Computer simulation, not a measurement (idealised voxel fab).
process module | voxel spacer lines
cross-section cut | 300 nm wide | cells 5 nm
A cross-section is a grid of square cells, given in bands from the top down. A band is one or more rows of cells.
Each band's line starts with the height of the band's top and of its bottom, in nm. Then come its materials from left to right, each with its width in nm. One material with "throughout" fills the band from edge to edge. "air" is empty space.
Height 0 is the level under which the wafer as received is all one material. The lowest band goes on downwards, as in "0 down".
A width such as "30 to 40" changes by the same amount from each row of cells to the next, from the band's top row to its bottom row.
"no change" after a step means that no cell of the cross-section changed.
closed voids: empty space of 8 cells or more with no open way to the top, each as width x height at its distance from the left edge, in nm
after a step's settings: what the simulator itself notes on the step
overlay nm, on a step with a mask: how far to the right of its planned place the mask lay; to the left if negative
plan
1 op RECEIVE | material Si
2 op CONFORMAL_DEP | material Al2O3 | thk nm 5
3 op DIRECTIONAL_DEP | material W | thk nm 10
4 op DIRECTIONAL_DEP | material aC | thk nm 20
5 op PATTERN | tone cover | mask id MANDREL | material resist | width nm 15 | pitch nm 50 | thk nm 30 | overlay nm 0
6 op DIRECTIONAL_ETCH | etch materials aC | depth nm 20
7 op STRIP | etch materials resist
8 op CONFORMAL_DEP | material SiO2 | thk nm 10
9 op DIRECTIONAL_ETCH | etch materials SiO2 | depth nm 10
10 op STRIP | etch materials aC
11 op DIRECTIONAL_ETCH | etch materials W | depth nm 10
12 op STRIP | etch materials SiO2
13 op FILL_DEP | material SiO2 | thk nm 5
14 op CMP | height nm 15
as received, after step 1
  0 down: Si throughout
  closed voids: none
a wafer at the end: this start, this plan, one mistake
  15 to 5: SiO2 80 | W 10 | SiO2 20 | W 10 | SiO2 10 | W 10 | SiO2 20 | W 10 | SiO2 10 | W 10 | SiO2 20 | W 10 | SiO2 80
  5 to 0: Al2O3 throughout
  0 down: Si throughout
  closed voids: none
what went wrong: step 5 ran as: op PATTERN | tone cover | mask id MANDREL | material resist | width nm 20 | pitch nm 50 | thk nm 30 | overlay nm 0
